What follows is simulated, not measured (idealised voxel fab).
Presented below is a process module, voxel self aligned contacts.
The figure presents cross-section cut, which has a width of 230 nm and is divided into square cells with an edge length of 5 nm.
Heads up, the way a cross-section reads in here is a grid of square cells, handed over as bands from the top down, with every band being one or more rows of cells.
For a band, the entry starts with two heights in nm, that of the top and then that of the bottom, and carries on with the band's materials in order from left to right, each alongside its width in nm; the word "everywhere" beside a single material means it fills the band edge to edge, and "blank" means empty space.
Counting heights begins at 0, where everything beneath is, in the wafer as received, one material. The lowest band has no bottom; it goes on downwards, as "0..down" shows.
The expression "30 to 40" gives the width at the extremes of the band, the first number at its top row of cells and the second at its bottom row, with the width changing by equal amounts from each row to the next in between.
For the purposes of this document, the phrase "identical to before" attached to a step denotes that no cell within the cross-section was modified by that step.
"Cavities, closed" contains a list of empty spaces, each no smaller than 8 cells and without an open way to the top, written in the form width x height at distance with the distance from the left edge and all three in nm.
Text after the settings on a step's line: the simulator's own remark on that step.
Regarding "overlay nm": on a step with a mask, it is the distance the mask lay to the right of its planned place; a negative value places it to the left.

### Here's what the planned process steps look like
step 1: RECEIVE | material Si
step 2: CONFORMAL_DEP | material SiO2 | thk nm 5
step 3: DIRECTIONAL_DEP | material polySi | thk nm 20
step 4: DIRECTIONAL_DEP | material SiN | thk nm 15
step 5: DIRECTIONAL_DEP | material aC | thk nm 15
step 6: PATTERN | tone cover | mask id GATE | material resist | width nm 30 | pitch nm 55 | thk nm 30 | overlay nm 0
step 7: DIRECTIONAL_ETCH | etch materials aC | depth nm 15
step 8: STRIP | etch materials resist
step 9: DIRECTIONAL_ETCH | etch materials SiN | depth nm 15
step 10: DIRECTIONAL_ETCH | etch materials polySi | depth nm 20
step 11: STRIP | etch materials aC
step 12: CONFORMAL_DEP | material SiN | thk nm 5
step 13: DIRECTIONAL_ETCH | etch materials SiN | depth nm 5
step 14: FILL_DEP | material SiO2 | thk nm 15
step 15: CMP | height nm 50
step 16: DIRECTIONAL_DEP | material aC | thk nm 15
step 17: PATTERN | tone open | mask id CONTACT | material resist | width nm 35 | pitch nm 55 | thk nm 35 | overlay nm 0
step 18: DIRECTIONAL_ETCH | etch materials aC | depth nm 15
step 19: STRIP | etch materials resist
step 20: DIRECTIONAL_ETCH | etch materials SiO2 | depth nm 50
step 21: STRIP | etch materials aC
step 22: CONFORMAL_DEP | material TiN | thk nm 5
step 23: FILL_DEP | material Ru | thk nm 5
step 24: CMP | height nm 50
step 25: CONFORMAL_DEP | material SiCN | thk nm 5

### First of the two wafers, run per plan

### Incoming wafer in cross-section (state: after step 1)
0..down: Si everywhere
Cavities, closed: none

### Once step 2 is through, the wafer looks like this in cross-section
5..0: SiO2 everywhere
Below a height of 0, the structure has not been altered.

### Once step 3 is through, the wafer looks like this in cross-section
25..5: polySi everywhere
Below a height of 5, the structure has not been altered.

### Once step 4 is through, the wafer looks like this in cross-section
40..25: SiN everywhere
Below a height of 25, the structure has not been altered.

### Once step 5 is through, the wafer looks like this in cross-section
55..40: aC everywhere
Below a height of 40, the structure has not been altered.

### Once step 6 is through, the wafer looks like this in cross-section
85..55: blank=45  resist=30  blank=25  resist=30  blank=25  resist=30  blank=45
Below a height of 55, the structure has not been altered.

### Once step 7 is through, the wafer looks like this in cross-section
70..55: blank=45  resist=30  blank=25  resist=30  blank=25  resist=30  blank=45
55..40: blank=45  aC=30  blank=25  aC=30  blank=25  aC=30  blank=45
Below a height of 40, the structure has not been altered.

### Once step 8 is through, the wafer looks like this in cross-section
55..40: blank=45  aC=30  blank=25  aC=30  blank=25  aC=30  blank=45
Below a height of 40, the structure has not been altered.

### Once step 9 is through, the wafer looks like this in cross-section
55..40: blank=45  aC=30  blank=25  aC=30  blank=25  aC=30  blank=45
40..25: blank=45  SiN=30  blank=25  SiN=30  blank=25  SiN=30  blank=45
Below a height of 25, the structure has not been altered.

### Once step 10 is through, the wafer looks like this in cross-section
55..40: blank=45  aC=30  blank=25  aC=30  blank=25  aC=30  blank=45
40..25: blank=45  SiN=30  blank=25  SiN=30  blank=25  SiN=30  blank=45
25..5: blank=45  polySi=30  blank=25  polySi=30  blank=25  polySi=30  blank=45
Below a height of 5, the structure has not been altered.

### Once step 11 is through, the wafer looks like this in cross-section
40..25: blank=45  SiN=30  blank=25  SiN=30  blank=25  SiN=30  blank=45
Below a height of 25, the structure has not been altered.

### Once step 12 is through, the wafer looks like this in cross-section
45..25: blank=40  SiN=40  blank=15  SiN=40  blank=15  SiN=40  blank=40
25..10: blank=40  SiN=5  polySi=30  SiN=5  blank=15  SiN=5  polySi=30  SiN=5  blank=15  SiN=5  polySi=30  SiN=5  blank=40
10..5: SiN=45  polySi=30  SiN=25  polySi=30  SiN=25  polySi=30  SiN=45
Below a height of 5, the structure has not been altered.

### Once step 13 is through, the wafer looks like this in cross-section
40..25: blank=40  SiN=40  blank=15  SiN=40  blank=15  SiN=40  blank=40
25..5: blank=40  SiN=5  polySi=30  SiN=5  blank=15  SiN=5  polySi=30  SiN=5  blank=15  SiN=5  polySi=30  SiN=5  blank=40
Below a height of 5, the structure has not been altered.

### Once step 14 is through, the wafer looks like this in cross-section
55..40: SiO2 everywhere
40..25: SiO2=40  SiN=40  SiO2=15  SiN=40  SiO2=15  SiN=40  SiO2=40
25..5: SiO2=40  SiN=5  polySi=30  SiN=5  SiO2=15  SiN=5  polySi=30  SiN=5  SiO2=15  SiN=5  polySi=30  SiN=5  SiO2=40
Below a height of 5, the structure has not been altered.

### Once step 15 is through, the wafer looks like this in cross-section
50..40: SiO2 everywhere
Below a height of 40, the structure has not been altered.

### Once step 16 is through, the wafer looks like this in cross-section
65..50: aC everywhere
Below a height of 50, the structure has not been altered.

### Once step 17 is through, the wafer looks like this in cross-section
100..65: resist=70  blank=35  resist=20  blank=35  resist=70
Below a height of 65, the structure has not been altered.

### Once step 18 is through, the wafer looks like this in cross-section
85..65: resist=70  blank=35  resist=20  blank=35  resist=70
65..50: aC=70  blank=35  aC=20  blank=35  aC=70
Below a height of 50, the structure has not been altered.

### Once step 19 is through, the wafer looks like this in cross-section
65..50: aC=70  blank=35  aC=20  blank=35  aC=70
Below a height of 50, the structure has not been altered.

### Once step 20 is through, the wafer looks like this in cross-section
65..50: aC=70  blank=35  aC=20  blank=35  aC=70
50..40: SiO2=70  blank=35  SiO2=20  blank=35  SiO2=70
40..25: SiO2=40  SiN=40  blank=15  SiN=40  blank=15  SiN=40  SiO2=40
25..5: SiO2=40  SiN=5  polySi=30  SiN=5  blank=15  SiN=5  polySi=30  SiN=5  blank=15  SiN=5  polySi=30  SiN=5  SiO2=40
5..0: SiO2=80  blank=15  SiO2=40  blank=15  SiO2=80
Below a height of 0, the structure has not been altered.

### Once step 21 is through, the wafer looks like this in cross-section
50..40: SiO2=70  blank=35  SiO2=20  blank=35  SiO2=70
Below a height of 40, the structure has not been altered.

### Once step 22 is through, the wafer looks like this in cross-section
55..50: TiN=75  blank=25  TiN=30  blank=25  TiN=75
50..40: SiO2=70  TiN=5 to 15  blank=25 to 5  TiN=5 to 15  SiO2=20  TiN=5 to 15  blank=25 to 5  TiN=5 to 15  SiO2=70
40..25: SiO2=40  SiN=40  TiN=5  blank=5  TiN=5  SiN=40  TiN=5  blank=5  TiN=5  SiN=40  SiO2=40
25..5: SiO2=40  SiN=5  polySi=30  SiN=5  TiN=5  blank=5  TiN=5  SiN=5  polySi=30  SiN=5  TiN=5  blank=5  TiN=5  SiN=5  polySi=30  SiN=5  SiO2=40
5..0: SiO2=80  TiN=15  SiO2=40  TiN=15  SiO2=80
Below a height of 0, the structure has not been altered.

### Once step 23 is through, the wafer looks like this in cross-section
60..55: Ru everywhere
55..50: TiN=75  Ru=25  TiN=30  Ru=25  TiN=75
50..40: SiO2=70  TiN=5 to 15  Ru=25 to 5  TiN=5 to 15  SiO2=20  TiN=5 to 15  Ru=25 to 5  TiN=5 to 15  SiO2=70
40..25: SiO2=40  SiN=40  TiN=5  Ru=5  TiN=5  SiN=40  TiN=5  Ru=5  TiN=5  SiN=40  SiO2=40
25..5: SiO2=40  SiN=5  polySi=30  SiN=5  TiN=5  Ru=5  TiN=5  SiN=5  polySi=30  SiN=5  TiN=5  Ru=5  TiN=5  SiN=5  polySi=30  SiN=5  SiO2=40
Below a height of 5, the structure has not been altered.

### Once step 24 is through, the wafer looks like this in cross-section
50..40: SiO2=70  TiN=5 to 15  Ru=25 to 5  TiN=5 to 15  SiO2=20  TiN=5 to 15  Ru=25 to 5  TiN=5 to 15  SiO2=70
Below a height of 40, the structure has not been altered.

### Once step 25 is through, the wafer looks like this in cross-section
55..50: SiCN everywhere
Below a height of 50, the structure has not been altered.

### Now the other wafer: same start, same recipe, but we messed up one thing when running it. Up to and including step 2 it's the same as the first one

### The second wafer in cross-section, at the planned close of step 3
30..5: polySi everywhere
Below a height of 5, the structure has not been altered.

### The second wafer in cross-section, at the planned close of step 4
45..30: SiN everywhere
Below a height of 30, the structure has not been altered.

### The second wafer in cross-section, at the planned close of step 5
60..45: aC everywhere
Below a height of 45, the structure has not been altered.

### The second wafer in cross-section, at the planned close of step 6
90..60: blank=45  resist=30  blank=25  resist=30  blank=25  resist=30  blank=45
Below a height of 60, the structure has not been altered.

### The second wafer in cross-section, at the planned close of step 7
75..60: blank=45  resist=30  blank=25  resist=30  blank=25  resist=30  blank=45
60..45: blank=45  aC=30  blank=25  aC=30  blank=25  aC=30  blank=45
Below a height of 45, the structure has not been altered.

### The second wafer in cross-section, at the planned close of step 8
60..45: blank=45  aC=30  blank=25  aC=30  blank=25  aC=30  blank=45
Below a height of 45, the structure has not been altered.

### The second wafer in cross-section, at the planned close of step 9
60..45: blank=45  aC=30  blank=25  aC=30  blank=25  aC=30  blank=45
45..30: blank=45  SiN=30  blank=25  SiN=30  blank=25  SiN=30  blank=45
Below a height of 30, the structure has not been altered.

### The second wafer in cross-section, at the planned close of step 10
60..45: blank=45  aC=30  blank=25  aC=30  blank=25  aC=30  blank=45
45..30: blank=45  SiN=30  blank=25  SiN=30  blank=25  SiN=30  blank=45
30..10: blank=45  polySi=30  blank=25  polySi=30  blank=25  polySi=30  blank=45
Below a height of 10, the structure has not been altered.

### The second wafer in cross-section, at the planned close of step 11
45..30: blank=45  SiN=30  blank=25  SiN=30  blank=25  SiN=30  blank=45
Below a height of 30, the structure has not been altered.

### The second wafer in cross-section, at the planned close of step 12
50..30: blank=40  SiN=40  blank=15  SiN=40  blank=15  SiN=40  blank=40
30..15: blank=40  SiN=5  polySi=30  SiN=5  blank=15  SiN=5  polySi=30  SiN=5  blank=15  SiN=5  polySi=30  SiN=5  blank=40
15..10: SiN=45  polySi=30  SiN=25  polySi=30  SiN=25  polySi=30  SiN=45
Below a height of 10, the structure has not been altered.

### The second wafer in cross-section, at the planned close of step 13
45..30: blank=40  SiN=40  blank=15  SiN=40  blank=15  SiN=40  blank=40
30..10: blank=40  SiN=5  polySi=30  SiN=5  blank=15  SiN=5  polySi=30  SiN=5  blank=15  SiN=5  polySi=30  SiN=5  blank=40
Below a height of 10, the structure has not been altered.

### The second wafer in cross-section, at the planned close of step 14
60..45: SiO2 everywhere
45..30: SiO2=40  SiN=40  SiO2=15  SiN=40  SiO2=15  SiN=40  SiO2=40
30..10: SiO2=40  SiN=5  polySi=30  SiN=5  SiO2=15  SiN=5  polySi=30  SiN=5  SiO2=15  SiN=5  polySi=30  SiN=5  SiO2=40
Below a height of 10, the structure has not been altered.

### The second wafer in cross-section, at the planned close of step 15
50..45: SiO2 everywhere
Below a height of 45, the structure has not been altered.

### The second wafer in cross-section, at the planned close of step 16
65..50: aC everywhere
Below a height of 50, the structure has not been altered.

### The second wafer in cross-section, at the planned close of step 17
100..65: resist=70  blank=35  resist=20  blank=35  resist=70
Below a height of 65, the structure has not been altered.

### The second wafer in cross-section, at the planned close of step 18
85..65: resist=70  blank=35  resist=20  blank=35  resist=70
65..50: aC=70  blank=35  aC=20  blank=35  aC=70
Below a height of 50, the structure has not been altered.

### The second wafer in cross-section, at the planned close of step 19
65..50: aC=70  blank=35  aC=20  blank=35  aC=70
Below a height of 50, the structure has not been altered.

### The second wafer in cross-section, at the planned close of step 20
65..50: aC=70  blank=35  aC=20  blank=35  aC=70
50..45: SiO2=70  blank=35  SiO2=20  blank=35  SiO2=70
45..30: SiO2=40  SiN=40  blank=15  SiN=40  blank=15  SiN=40  SiO2=40
30..10: SiO2=40  SiN=5  polySi=30  SiN=5  blank=15  SiN=5  polySi=30  SiN=5  blank=15  SiN=5  polySi=30  SiN=5  SiO2=40
Below a height of 10, the structure has not been altered.

### The second wafer in cross-section, at the planned close of step 21
50..45: SiO2=70  blank=35  SiO2=20  blank=35  SiO2=70
Below a height of 45, the structure has not been altered.

### The second wafer in cross-section, at the planned close of step 22
55..50: TiN=75  blank=25  TiN=30  blank=25  TiN=75
50..45: SiO2=70  TiN=15  blank=5  TiN=15  SiO2=20  TiN=15  blank=5  TiN=15  SiO2=70
45..30: SiO2=40  SiN=40  TiN=5  blank=5  TiN=5  SiN=40  TiN=5  blank=5  TiN=5  SiN=40  SiO2=40
30..15: SiO2=40  SiN=5  polySi=30  SiN=5  TiN=5  blank=5  TiN=5  SiN=5  polySi=30  SiN=5  TiN=5  blank=5  TiN=5  SiN=5  polySi=30  SiN=5  SiO2=40
15..10: SiO2=40  SiN=5  polySi=30  SiN=5  TiN=15  SiN=5  polySi=30  SiN=5  TiN=15  SiN=5  polySi=30  SiN=5  SiO2=40
Below a height of 10, the structure has not been altered.

### The second wafer in cross-section, at the planned close of step 23
60..55: Ru everywhere
55..50: TiN=75  Ru=25  TiN=30  Ru=25  TiN=75
50..45: SiO2=70  TiN=15  Ru=5  TiN=15  SiO2=20  TiN=15  Ru=5  TiN=15  SiO2=70
45..30: SiO2=40  SiN=40  TiN=5  Ru=5  TiN=5  SiN=40  TiN=5  Ru=5  TiN=5  SiN=40  SiO2=40
30..15: SiO2=40  SiN=5  polySi=30  SiN=5  TiN=5  Ru=5  TiN=5  SiN=5  polySi=30  SiN=5  TiN=5  Ru=5  TiN=5  SiN=5  polySi=30  SiN=5  SiO2=40
Below a height of 15, the structure has not been altered.

### The second wafer in cross-section, at the planned close of step 24
50..45: SiO2=70  TiN=15  Ru=5  TiN=15  SiO2=20  TiN=15  Ru=5  TiN=15  SiO2=70
Below a height of 45, the structure has not been altered.

### The second wafer in cross-section, at the planned close of step 25
55..50: SiCN everywhere
Below a height of 50, the structure has not been altered.
The mistake made against the process plan was this: step 3 deviated from plan and actually ran as DIRECTIONAL_DEP | material polySi | thk nm 25
Upon completion, the second wafer contains, in terms of cells, a greater or smaller amount of certain materials than the first wafer: -12 Ru | -26 SiO2 | -8 TiN | +46 polySi
